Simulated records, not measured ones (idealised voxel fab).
voxel fin reveal: a process module
Each square cell in cross-section cut measures 5 nm, and the section as a whole is 250 nm wide.
When this document writes out a cross-section, it uses a grid of square cells and lists it as bands, beginning at the top and moving down, with a band standing for one or more rows of cells.
Look at the band entry: it leads with the top's height and the bottom's height in nm. Then it lists the materials left to right, with a width in nm for each. The word "throughout" on a single material says that material fills the band edge to edge. The word "empty" is empty space.
Basically, 0 is our baseline, since under it the wafer straight out of the box is all one material. The bottom band has no lower end and keeps on going down, so it looks like "0 and below".
It should be noted that a width expressed as "30 to 40" varies in equal increments from row to row of cells within the band, taking the value of the first number at the top row and that of the second number at the bottom row.
Key: "no change" - step with no changed cell in the cross-section.
The entry "Fully closed voids" lists the empty spaces that cover at least 8 cells and have no open path to the top. Each is written as width x height at distance, where the distance is measured from the left edge and all three values are in nm.
Formally, on a step line, whatever follows the settings is a remark that the simulator itself makes on the step.
For masked steps, "overlay nm" on the step line gives how far right of plan the mask actually lay; a minus sign means it lay to the left.

Here's what the planned process steps look like
step 1: op RECEIVE | material Si
step 2: op CONFORMAL_DEP | material SiN | thk nm 10
step 3: op DIRECTIONAL_DEP | material aC | thk nm 10
step 4: op PATTERN | tone cover | mask id FINS | material resist | width nm 15 | pitch nm 40 | thk nm 30 | overlay nm -15
step 5: op DIRECTIONAL_ETCH | etch materials aC | depth nm 10
step 6: op STRIP | etch materials resist
step 7: op DIRECTIONAL_ETCH | etch materials SiN | depth nm 10
step 8: op DIRECTIONAL_ETCH | etch materials Si | depth nm 40
step 9: op STRIP | etch materials aC
step 10: op FILL_DEP | material SiO2 | thk nm 10
step 11: op CMP | height nm 10
step 12: op SELECTIVE_ETCH | etch materials SiO2 | depth nm 30
step 13: op STRIP | etch materials SiN
Heads up: all these wafers start the same, and what changes between them is the overlay nm in step 4. The value you see in the plan is just what the first wafer got.

First of several wafers (as received, post step 1), cross-sectional view
	0 and below  Si throughout
	Fully closed voids: none

End-of-module cross-section, first of several wafers, after last step 13
	0 down to -20  empty 60 nm | Si 15 nm | empty 25 nm | Si 15 nm | empty 25 nm | Si 15 nm | empty 95 nm
	-20 down to -40  SiO2 60 nm | Si 15 nm | SiO2 25 nm | Si 15 nm | SiO2 25 nm | Si 15 nm | SiO2 95 nm
	-40 and below  Si throughout
	Fully closed voids: none

So this is the cross-section on the last wafer at the end of the module
	0 down to -20  empty 90 nm | Si 15 nm | empty 25 nm | Si 15 nm | empty 25 nm | Si 15 nm | empty 65 nm
	-20 down to -40  SiO2 90 nm | Si 15 nm | SiO2 25 nm | Si 15 nm | SiO2 25 nm | Si 15 nm | SiO2 65 nm
	-40 and below  Si throughout
	Fully closed voids: none

Quick key for the table: a row per wafer, taken at the end of the module. For each material it tells you how many cells the wafer gained (+) or lost (-) since it came in, and the closed voids come after
overlay nm -15; -328 Si; +164 SiO2; Fully closed voids: none
overlay nm -10; -328 Si; +164 SiO2; Fully closed voids: none
overlay nm -5; -328 Si; +164 SiO2; Fully closed voids: none
overlay nm 0; -328 Si; +164 SiO2; Fully closed voids: none
overlay nm 5; -328 Si; +164 SiO2; Fully closed voids: none
overlay nm 10; -328 Si; +164 SiO2; Fully closed voids: none
overlay nm 15; -328 Si; +164 SiO2; Fully closed voids: none
